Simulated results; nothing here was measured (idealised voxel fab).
process module | voxel self aligned contacts
cross-section cut | 240 nm wide | cells 5 nm
A cross-section is a grid of square cells, given in bands from the top down. A band is one or more rows of cells.
Each band's line starts with the height of the band's top and of its bottom, in nm. Then come its materials from left to right, each with its width in nm. One material with "throughout" fills the band from edge to edge. "air" is empty space.
Height 0 is the level under which the wafer as received is all one material. The lowest band goes on downwards, as in "0 down".
A width such as "30 to 40" changes by the same amount from each row of cells to the next, from the band's top row to its bottom row.
"no change" after a step means that no cell of the cross-section changed.
closed voids: empty space of 8 cells or more with no open way to the top, each as width x height at its distance from the left edge, in nm
after a step's settings: what the simulator itself notes on the step
overlay nm, on a step with a mask: how far to the right of its planned place the mask lay; to the left if negative
plan
1 op RECEIVE | material Si
2 op OXIDIZE | depth nm 5
3 op DIRECTIONAL_DEP | material polySi | thk nm 30
4 op DIRECTIONAL_DEP | material SiN | thk nm 20
5 op PATTERN | tone cover | mask id GATE | material resist | width nm 25 | pitch nm 70 | thk nm 20 | overlay nm 0
6 op DIRECTIONAL_ETCH | etch materials SiN | depth nm 20
7 op DIRECTIONAL_ETCH | etch materials polySi | depth nm 30
8 op STRIP | etch materials resist
9 op CONFORMAL_DEP | material SiN | thk nm 10
10 op DIRECTIONAL_ETCH | etch materials SiN | depth nm 10
11 op FILL_DEP | material SiO2 | thk nm 10
12 op CMP | height nm 55
13 op PATTERN | tone open | mask id CONTACT | material resist | width nm 55 | thk nm 15 | overlay nm 0
14 op DIRECTIONAL_ETCH | etch materials SiO2 | depth nm 60
15 op STRIP | etch materials resist
16 op CONFORMAL_DEP | material TiN | thk nm 5
17 op FILL_DEP | material W | thk nm 10
18 op CMP | height nm 55
19 op CONFORMAL_DEP | material SiCN | thk nm 5
as received, after step 1
  0 down: Si throughout
  closed voids: none
first wafer at the end, as planned
  60 to 55: SiCN throughout
  55 to 50: SiO2 90 | TiN 20 | W 15 | TiN 20 | SiO2 95
  50 to 30: SiO2 60 | SiN 45 | TiN 5 | W 15 | TiN 5 | SiN 45 | SiO2 65
  30 to 0: SiO2 60 | SiN 10 | polySi 25 | SiN 10 | TiN 5 | W 15 | TiN 5 | SiN 10 | polySi 25 | SiN 10 | SiO2 65
  0 to -5: SiO2 105 | TiN 25 | SiO2 110
  -5 down: Si throughout
  closed voids: none
second wafer at the end: like start, like plan, one mistake
  60 to 55: SiCN throughout
  55 to 50: SiO2 90 | TiN 20 | W 15 | TiN 20 | SiO2 95
  50 to 30: SiO2 60 | SiN 45 | TiN 5 | W 15 | TiN 5 | SiN 45 | SiO2 65
  30 to 0: SiO2 60 | SiN 10 | polySi 25 | SiN 10 | TiN 5 | W 15 | TiN 5 | SiN 10 | polySi 25 | SiN 10 | SiO2 65
  0 to -5: SiO2 105 | TiN 25 | SiO2 110
  -5 to -10: SiO2 throughout
  -10 down: Si throughout
  closed voids: none
what went wrong: step 2 ran as: op OXIDIZE | depth nm 10
at the end the second wafer has, in cells: 48 fewer of Si | 48 more of SiO2
